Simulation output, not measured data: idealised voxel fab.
A process module follows: voxel ribs on slabs.
Shown is cross-section cut, with a width of 230 nm and square cells of size 5 nm.
Bands, listed from the top down, are how a cross-section gets written in this document; the cross-section itself is a grid of square cells, and a band is one or more rows of them. Heads up on the band format: heights come first, top then bottom, in nm. After that it's the materials left to right, each with its width in nm. A single material flagged "all across" fills the whole band edge to edge, and "empty" means there's empty space there. A quick word on heights: they are counted from 0, and under that level the wafer as it came to us is one material throughout. The lowest band is different from the rest in having no bottom; it simply continues downward, written as in "0 -> down". A width given as "30->40" starts at the first number in the band's top row and ends at the second number in its bottom row, shifting by an equal amount at every step from row to row. A step reported as "same as before" is a step in which no cell of the cross-section changed. The entry "Closed cavity list" lists the empty spaces that cover at least 8 cells and have no open path to the top. Each is written as width x height at distance, where the distance is measured from the left edge and all three values are in nm. If you see something after the settings on a step's line, that's the simulator's own remark about that step. overlay nm: where the mask lay relative to plan, measured to the right, on steps with a mask; negatives go left.
Process steps foreseen in the plan:
1) RECEIVE, material Si
2) DIRECTIONAL_DEP, material SiO2, thk nm 25
3) DIRECTIONAL_DEP, material polySi, thk nm 15
4) PATTERN, tone cover, mask id RIB, material resist, width nm 25, thk nm 15, overlay nm 0
5) DIRECTIONAL_ETCH, etch materials polySi, depth nm 10
6) STRIP, etch materials resist
7) DIRECTIONAL_DEP, material aC, thk nm 15
8) PATTERN, tone cover, mask id SLAB, material resist, width nm 85, thk nm 30, overlay nm 0
9) DIRECTIONAL_ETCH, etch materials aC, depth nm 15
10) STRIP, etch materials resist
11) DIRECTIONAL_ETCH, etch materials polySi, depth nm 5
12) STRIP, etch materials aC
13) FILL_DEP, material SiO2, thk nm 20
14) CMP, height nm 50
15) DIRECTIONAL_DEP, material TiN, thk nm 10
16) PATTERN, tone cover, mask id HEATER, material resist, width nm 35, thk nm 15, overlay nm 0
17) DIRECTIONAL_ETCH, etch materials TiN, depth nm 10
18) STRIP, etch materials resist
19) CONFORMAL_DEP, material SiN, thk nm 10
Here's what the wafer looked like in cross-section when it arrived - that's after step 1:
	0 -> down: Si all across
	Closed cavity list: none
The following cross-section depicts the wafer upon conclusion of the module. Processing commenced from the starting condition illustrated above and adhered to the plan illustrated above, save for one mistake in execution:
	70 -> 60: SiN all across
	60 -> 50: polySi all across
	50 -> 40: SiO2 all across
	40 -> 30: SiO2 100 nm | polySi 25 nm | SiO2 105 nm
	30 -> 25: SiO2 70 nm | polySi 85 nm | SiO2 75 nm
	25 -> 0: SiO2 all across
	0 -> down: Si all across
	Closed cavity list: none
It is concluded that the wafer was processed incorrectly with respect to the plan, in that step 15 was run on a setting that differed from the plan, and what really ran there is DIRECTIONAL_DEP, material polySi, thk nm 10
